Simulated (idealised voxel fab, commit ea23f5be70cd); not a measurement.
A process module follows: voxel gate over fins.
Square cell edge 5 nm, section width 230 nm, ID cut.
Throughout this document, each cross-section is represented as a grid of square cells and is presented as a sequence of bands enumerated from the top downward, where a band comprises one or more rows of cells. Heads up on the band format: heights come first, top then bottom, in nm. After that it's the materials left to right, each with its width in nm. A single material flagged "throughout" fills the whole band edge to edge, and "empty" means there's empty space there. Where do heights start? At 0: under that level the wafer as delivered is made of one material only. And the lowest band has no floor; it just carries on downward, as in "from 0 down". Think of "30..40" as a width that walks from the first number to the second as you go down the band, top row to bottom row, taking equal-sized steps from row to row. It should be understood that the words "identical to before", when stated for a given step, signify that the cross-section underwent no change in any of its cells during that step. "Closed void entries" contains a list of empty spaces, each no smaller than 8 cells and without an open way to the top, written in the form width x height at distance with the distance from the left edge and all three in nm. On each step's line, the part that comes after the settings is the simulator's own comment on the step. Regarding "overlay nm": on a step with a mask, it is the distance the mask lay to the right of its planned place; a negative value places it to the left.
THE PROCESS STEPS THAT WERE PLANNED ARE LISTED BELOW
1: RECEIVE: material Si
2: CONFORMAL_DEP: material SiN, thk nm 5
3: MASKED_ETCH: tone cover, mask id FINS, width nm 15, pitch nm 35, etch materials SiN, depth nm 5, overlay nm 0
4: MASKED_ETCH: tone cover, mask id FINS, width nm 15, pitch nm 35, etch materials Si, depth nm 40, overlay nm 0
5: OXIDIZE: depth nm 5
6: FILL_DEP: material SiO2, thk nm 10
7: CMP: height nm 5
8: SELECTIVE_ETCH: etch materials SiO2, depth nm 20
9: STRIP: etch materials SiN
10: CONFORMAL_DEP: material HfO2, thk nm 5
11: CONFORMAL_DEP: material TiN, thk nm 5
12: FILL_DEP: material W, thk nm 15
13: CMP: height nm 20
14: CONFORMAL_DEP: material SiCN, thk nm 5
INCOMING WAFER, CROSS-SECTIONAL VIEW, POST STEP 1
from 0 down = Si throughout
Closed void entries: none
BELOW IS THE WAFER IN CROSS-SECTION AFTER THE MODULE WAS COMPLETED. IT BEGAN FROM THE STARTING POINT SHOWN ABOVE AND FOLLOWED THE PLAN SHOWN ABOVE, EXCEPT THAT ONE MISTAKE WAS MADE WHILE RUNNING IT
from 35 to 20 = SiCN throughout
from 20 to 10 = W throughout
from 10 to 5 = 65 W / 25 TiN / 10 W / 25 TiN / 10 W / 25 TiN / 70 W
from 5 to 0 = 65 W / 5 TiN / 15 HfO2 / 5 TiN / 10 W / 5 TiN / 15 HfO2 / 5 TiN / 10 W / 5 TiN / 15 HfO2 / 5 TiN / 70 W
from 0 to -5 = 65 W / 5 TiN / 5 HfO2 / 5 Si / 5 HfO2 / 5 TiN / 10 W / 5 TiN / 5 HfO2 / 5 Si / 5 HfO2 / 5 TiN / 10 W / 5 TiN / 5 HfO2 / 5 Si / 5 HfO2 / 5 TiN / 70 W
from -5 to -10 = 70 TiN / 5 HfO2 / 5 Si / 5 HfO2 / 20 TiN / 5 HfO2 / 5 Si / 5 HfO2 / 20 TiN / 5 HfO2 / 5 Si / 5 HfO2 / 75 TiN
from -10 to -15 = 75 HfO2 / 5 Si / 30 HfO2 / 5 Si / 30 HfO2 / 5 Si / 80 HfO2
from -15 to -45 = 75 SiO2 / 5 Si / 30 SiO2 / 5 Si / 30 SiO2 / 5 Si / 80 SiO2
from -45 down = Si throughout
Closed void entries: none
Deviation from plan: step 14: run off-plan, actual operation and settings CONFORMAL_DEP: material SiCN, thk nm 15
